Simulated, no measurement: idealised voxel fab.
process module | voxel capacitor over wiring
cross-section cut | 275 nm wide | cells 5 nm
A cross-section is a grid of square cells, given in bands from the top down. A band is one or more rows of cells.
Each band's line starts with the height of the band's top and of its bottom, in nm. Then come its materials from left to right, each with its width in nm. One material with "throughout" fills the band from edge to edge. "air" is empty space.
Height 0 is the level under which the wafer as received is all one material. The lowest band goes on downwards, as in "0 down".
A width such as "30 to 40" changes by the same amount from each row of cells to the next, from the band's top row to its bottom row.
"no change" after a step means that no cell of the cross-section changed.
closed voids: empty space of 8 cells or more with no open way to the top, each as width x height at its distance from the left edge, in nm
after a step's settings: what the simulator itself notes on the step
overlay nm, on a step with a mask: how far to the right of its planned place the mask lay; to the left if negative
plan
1 op RECEIVE | material Si
2 op CONFORMAL_DEP | material SiO2 | thk nm 10
3 op DIRECTIONAL_DEP | material TiN | thk nm 5
4 op DIRECTIONAL_DEP | material W | thk nm 20
5 op PATTERN | tone cover | mask id METAL_1 | material resist | width nm 30 | pitch nm 95 | thk nm 15 | overlay nm 0
6 op DIRECTIONAL_ETCH | etch materials W | depth nm 20
7 op DIRECTIONAL_ETCH | etch materials TiN | depth nm 5
8 op STRIP | etch materials resist
9 op FILL_DEP | material lowk | thk nm 10
10 op CMP | height nm 35
11 op CONFORMAL_DEP | material SiCN | thk nm 5
12 op DIRECTIONAL_DEP | material lowk | thk nm 10
13 op DIRECTIONAL_DEP | material aC | thk nm 15
14 op PATTERN | tone open | mask id PLUG_1 | material resist | width nm 15 | thk nm 35 | overlay nm 0
15 op DIRECTIONAL_ETCH | etch materials aC | depth nm 15
16 op STRIP | etch materials resist
17 op DIRECTIONAL_ETCH | etch materials lowk | depth nm 10
18 op DIRECTIONAL_ETCH | etch materials SiCN | depth nm 5
19 op STRIP | etch materials aC
20 op EPI | material Ru | thk nm 10
21 op EPI | material Ru | thk nm 5
22 op DIRECTIONAL_DEP | material TiN | thk nm 10
23 op DIRECTIONAL_DEP | material SiN | thk nm 5
24 op DIRECTIONAL_DEP | material TiN | thk nm 5
25 op MASKED_ETCH | tone cover | mask id UPPER_PLATE | width nm 70 | etch materials TiN | depth nm 5 | overlay nm 0
26 op MASKED_ETCH | tone cover | mask id UPPER_PLATE | width nm 70 | etch materials SiN | depth nm 5 | overlay nm 0
27 op MASKED_ETCH | tone cover | mask id LOWER_PLATE | width nm 80 | etch materials TiN | depth nm 10 | overlay nm 0
28 op FILL_DEP | material SiO2 | thk nm 15
29 op CMP | height nm 80
30 op DIRECTIONAL_DEP | material aC | thk nm 10
31 op PATTERN | tone open | mask id PLUG_2 | material resist | width nm 15 | thk nm 25 | overlay nm 0
32 op DIRECTIONAL_ETCH | etch materials aC | depth nm 10
33 op STRIP | etch materials resist
34 op DIRECTIONAL_ETCH | etch materials SiO2 | depth nm 10
35 op STRIP | etch materials aC
36 op CONFORMAL_DEP | material TiN | thk nm 5
37 op FILL_DEP | material Cu | thk nm 10
38 op CMP | height nm 80
39 op CONFORMAL_DEP | material SiCN | thk nm 5
as received, after step 1
  0 down: Si throughout
  closed voids: none
first wafer at the end, as planned
  85 to 80: SiCN throughout
  80 to 75: SiO2 100 | TiN 5 | Cu 5 | TiN 5 | SiO2 160
  75 to 65: SiO2 100 to 90 | TiN 15 to 70 | SiO2 160 to 115
  65 to 60: SiO2 90 | SiN 70 | SiO2 115
  60 to 50: SiO2 85 | TiN 80 | SiO2 110
  50 to 40: lowk 90 | Ru 15 | lowk 170
  40 to 35: SiCN 90 | Ru 15 | SiCN 170
  35 to 15: lowk 75 | W 30 | lowk 65 | W 30 | lowk 75
  15 to 10: lowk 75 | TiN 30 | lowk 65 | TiN 30 | lowk 75
  10 to 0: SiO2 throughout
  0 down: Si throughout
  closed voids: none
second wafer at the end: like start, like plan, one mistake
  85 to 80: SiCN throughout
  80 to 75: SiO2 100 | TiN 5 | Cu 5 | TiN 5 | SiO2 160
  75 to 65: SiO2 100 to 90 | TiN 15 to 70 | SiO2 160 to 115
  65 to 60: SiO2 90 | SiN 70 | SiO2 115
  60 to 50: SiO2 85 | TiN 80 | SiO2 110
  50 to 40: lowk 90 | Ru 15 | lowk 170
  40 to 35: SiCN 90 | Ru 15 | SiCN 170
  35 to 15: lowk 70 | W 40 | lowk 55 | W 40 | lowk 70
  15 to 10: lowk 70 | TiN 40 | lowk 55 | TiN 40 | lowk 70
  10 to 0: SiO2 throughout
  0 down: Si throughout
  closed voids: none
what went wrong: step 5 ran as: op PATTERN | tone cover | mask id METAL_1 | material resist | width nm 40 | pitch nm 95 | thk nm 15 | overlay nm 0
at the end the second wafer has, in cells: 4 more of TiN | 16 more of W | 20 fewer of lowk
